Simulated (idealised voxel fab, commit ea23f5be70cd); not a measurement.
process module | voxel released beams
cross-section cut | 185 nm wide | cells 5 nm
A cross-section is a grid of square cells, given in bands from the top down. A band is one or more rows of cells.
Each band's line starts with the height of the band's top and of its bottom, in nm. Then come its materials from left to right, each with its width in nm. One material with "throughout" fills the band from edge to edge. "air" is empty space.
Height 0 is the level under which the wafer as received is all one material. The lowest band goes on downwards, as in "0 down".
A width such as "30 to 40" changes by the same amount from each row of cells to the next, from the band's top row to its bottom row.
"no change" after a step means that no cell of the cross-section changed.
closed voids: empty space of 8 cells or more with no open way to the top, each as width x height at its distance from the left edge, in nm
after a step's settings: what the simulator itself notes on the step
overlay nm, on a step with a mask: how far to the right of its planned place the mask lay; to the left if negative
plan
1 op RECEIVE | material Si
2 op CONFORMAL_DEP | material Al2O3 | thk nm 5
3 op DIRECTIONAL_DEP | material SiO2 | thk nm 20
4 op MASKED_ETCH | tone open | mask id ANCHOR | width nm 25 | etch materials SiO2 | depth nm 20 | overlay nm 0
5 op CONFORMAL_DEP | material SiN | thk nm 10
6 op DIRECTIONAL_DEP | material aC | thk nm 15
7 op PATTERN | tone cover | mask id BEAM | material resist | width nm 110 | thk nm 35 | overlay nm 0
8 op DIRECTIONAL_ETCH | etch materials aC | depth nm 15
9 op STRIP | etch materials resist
10 op DIRECTIONAL_ETCH | etch materials SiN | depth nm 10
11 op STRIP | etch materials aC
12 op STRIP | etch materials SiO2
as received, after step 1
  0 down: Si throughout
  closed voids: none
a wafer at the end: this start, this plan, one mistake
  35 to 25: air 35 | SiN 110 | air 40
  25 to 20: Al2O3 throughout
  20 to 0: SiO2 throughout
  0 down: Si throughout
  closed voids: none
what went wrong: steps 2 and 3 were swapped
